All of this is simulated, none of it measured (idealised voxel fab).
A process module follows: voxel self aligned vias.
Cross-section cut spans 295 nm and uses square cells 5 nm in size.
If you're reading a cross-section in this doc, picture square cells in a grid; it comes to you as bands, top ones listed first down to the bottom, and a band can be one or more rows of cells.
Quick guide to a band line: top height, bottom height (nm) up front; then every material left to right with its width in nm. Only one material and it's marked "throughout"? Then it fills the band edge to edge. And "empty" just means empty space.
All heights in this document are referenced to 0, defined as the level beneath which the wafer, as received, consists entirely of one material. The lowest band is not bounded below; it extends indefinitely downward and is written in the form "z 0 and below".
Think of "30..40" as a width that walks from the first number to the second as you go down the band, top row to bottom row, taking equal-sized steps from row to row.
You'll sometimes find "remained the same" written for a step, and that's the way of saying that nowhere in the cross-section did a cell change during that step.
Look at "Fully closed voids" for the closed voids: empty spaces with no open path to the top, sized 8 cells or up. Each is width x height at distance, distance from the left edge, all nm.
Step line, after settings: the simulator's comment on this step.
Steps that use a mask can have "overlay nm" on their line. It says how far the mask sat to the right of where it was meant to be. Negative means to the left.
# Steps in the process plan
1: RECEIVE: material Si
2: CONFORMAL_DEP: material SiO2, thk nm 10
3: CONFORMAL_DEP: material SiCN, thk nm 5
4: DIRECTIONAL_DEP: material lowk, thk nm 30
5: DIRECTIONAL_DEP: material aC, thk nm 10
6: PATTERN: tone open, mask id LINES, material resist, width nm 20, pitch nm 55, thk nm 25, overlay nm 0
7: DIRECTIONAL_ETCH: etch materials aC, depth nm 10
8: STRIP: etch materials resist
9: DIRECTIONAL_ETCH: etch materials lowk, depth nm 30
10: STRIP: etch materials aC
11: CONFORMAL_DEP: material TiN, thk nm 5
12: FILL_DEP: material Ru, thk nm 5
13: CMP: height nm 45
14: SELECTIVE_ETCH: etch materials W Ru TiN, depth nm 5
15: FILL_DEP: material SiN, thk nm 5
16: CMP: height nm 45
17: DIRECTIONAL_DEP: material lowk, thk nm 15
18: DIRECTIONAL_DEP: material aC, thk nm 15
19: PATTERN: tone open, mask id VIAS, material resist, width nm 30, thk nm 30, overlay nm 0
20: DIRECTIONAL_ETCH: etch materials aC, depth nm 15
21: STRIP: etch materials resist
22: DIRECTIONAL_ETCH: etch materials lowk, depth nm 15
23: DIRECTIONAL_ETCH: etch materials SiN, depth nm 5
24: STRIP: etch materials aC
25: CONFORMAL_DEP: material TiN, thk nm 5
26: FILL_DEP: material Cu, thk nm 5
27: CMP: height nm 60
28: CONFORMAL_DEP: material SiN, thk nm 5
What sets these wafers apart? The thk nm at step 25. They all start alike, and the plan carries the first wafer's value.
# So this is the first of several wafers, cross-sectioned as it came to us, meaning it's at the end of step 1
z 0 and below  Si throughout
Fully closed voids: none
# Gained (+) or lost (-) cells of each material since receipt, then closed voids: one row per wafer, at the end of the module
thk nm 5, +10 Cu, +16 Ru, +59 SiCN, +63 SiN, +118 SiO2, +36 TiN, +465 lowk, Fully closed voids: none
thk nm 10, +2 Cu, +16 Ru, +59 SiCN, +63 SiN, +118 SiO2, +44 TiN, +465 lowk, Fully closed voids: none
thk nm 15, +16 Ru, +59 SiCN, +63 SiN, +118 SiO2, +46 TiN, +465 lowk, Fully closed voids: none
thk nm 20, +16 Ru, +59 SiCN, +63 SiN, +118 SiO2, +46 TiN, +465 lowk, Fully closed voids: none
